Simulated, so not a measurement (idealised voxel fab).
Name of the process module below: voxel ribs on slabs
The figure presents cross-section cut, which has a width of 150 nm and is divided into square cells with an edge length of 5 nm.
Cross-section format: a grid of square cells, given as bands from top to bottom; each band is one or more rows of cells. A band entry consists of two parts. The first gives the height of the band's top and the height of its bottom, in nm. The rest lists the band's materials from left to right, each with its width in nm. A single material labelled with the word "all across" fills the band from edge to edge, and the word "empty" marks empty space. Below 0: as-received wafer, all one material; heights counted from there. Lowest band: no bottom, goes on down, written "z 0 and below". Width: "30..40" (first number = top row, second number = bottom row, same change from row to row of cells). Step marked "no modification"? Then no cell in the cross-section changed in it. "Unvented internal voids" enumerates empty spaces isolated from the top, with no open way to it, that contain at least 8 cells, giving each as width x height at distance from the left edge, all three in nm. Where a step's line continues beyond its settings, the continuation is a remark by the simulator itself on that step. The setting "overlay nm" may be written on the line of a step. When the step uses a mask, the value reports how far to the right of the planned place the mask lay, and a negative value reports that it lay to the left.
**Listed below are the process steps as planned**
- 1: RECEIVE: material Si
- 2: DIRECTIONAL_DEP: material SiO2, thk nm 20
- 3: DIRECTIONAL_DEP: material SiN, thk nm 25
- 4: MASKED_ETCH: tone cover, mask id RIB, width nm 25, etch materials SiN, depth nm 15, overlay nm 0
- 5: MASKED_ETCH: tone cover, mask id SLAB, width nm 75, etch materials SiN, depth nm 10, overlay nm 0
- 6: FILL_DEP: material SiO2, thk nm 15
- 7: CMP: height nm 55
- 8: DIRECTIONAL_DEP: material W, thk nm 10
- 9: DIRECTIONAL_DEP: material aC, thk nm 15
- 10: PATTERN: tone cover, mask id HEATER, material resist, width nm 35, thk nm 30, overlay nm 0
- 11: DIRECTIONAL_ETCH: etch materials aC, depth nm 15
- 12: STRIP: etch materials resist
- 13: DIRECTIONAL_ETCH: etch materials W, depth nm 10
- 14: STRIP: etch materials aC
- 15: CONFORMAL_DEP: material SiO2, thk nm 5
**As received (post step 1): cross-section**
- z 0 and below = Si all across
- Unvented internal voids: none
**First of two wafers: cross-section at end of module, run per plan**
- z 70 to 65 = empty: 50, SiO2: 45, empty: 55
- z 65 to 60 = empty: 50, SiO2: 5, W: 35, SiO2: 5, empty: 55
- z 60 to 55 = SiO2: 55, W: 35, SiO2: 60
- z 55 to 45 = SiO2 all across
- z 45 to 30 = SiO2: 60, SiN: 25, SiO2: 65
- z 30 to 20 = SiO2: 35, SiN: 75, SiO2: 40
- z 20 to 0 = SiO2 all across
- z 0 and below = Si all across
- Unvented internal voids: none
**So this is wafer number two of the two, cut at the end of the module - it started where the first did and had the same plan, we just got one thing wrong running it**
- z 70 to 65 = SiO2: 60, empty: 25, SiO2: 65
- z 65 to 60 = W: 55, SiO2: 5, empty: 25, SiO2: 5, W: 60
- z 60 to 55 = W: 55, SiO2: 35, W: 60
- z 55 to 45 = SiO2 all across
- z 45 to 30 = SiO2: 60, SiN: 25, SiO2: 65
- z 30 to 20 = SiO2: 35, SiN: 75, SiO2: 40
- z 20 to 0 = SiO2 all across
- z 0 and below = Si all across
- Unvented internal voids: none
The plan and the run diverged here: step 10 off recipe, ran as PATTERN: tone open, mask id HEATER, material resist, width nm 35, thk nm 30, overlay nm 0
Once processing is complete, comparing cell counts shows that the second wafer has more or fewer of certain materials than the first: W +32
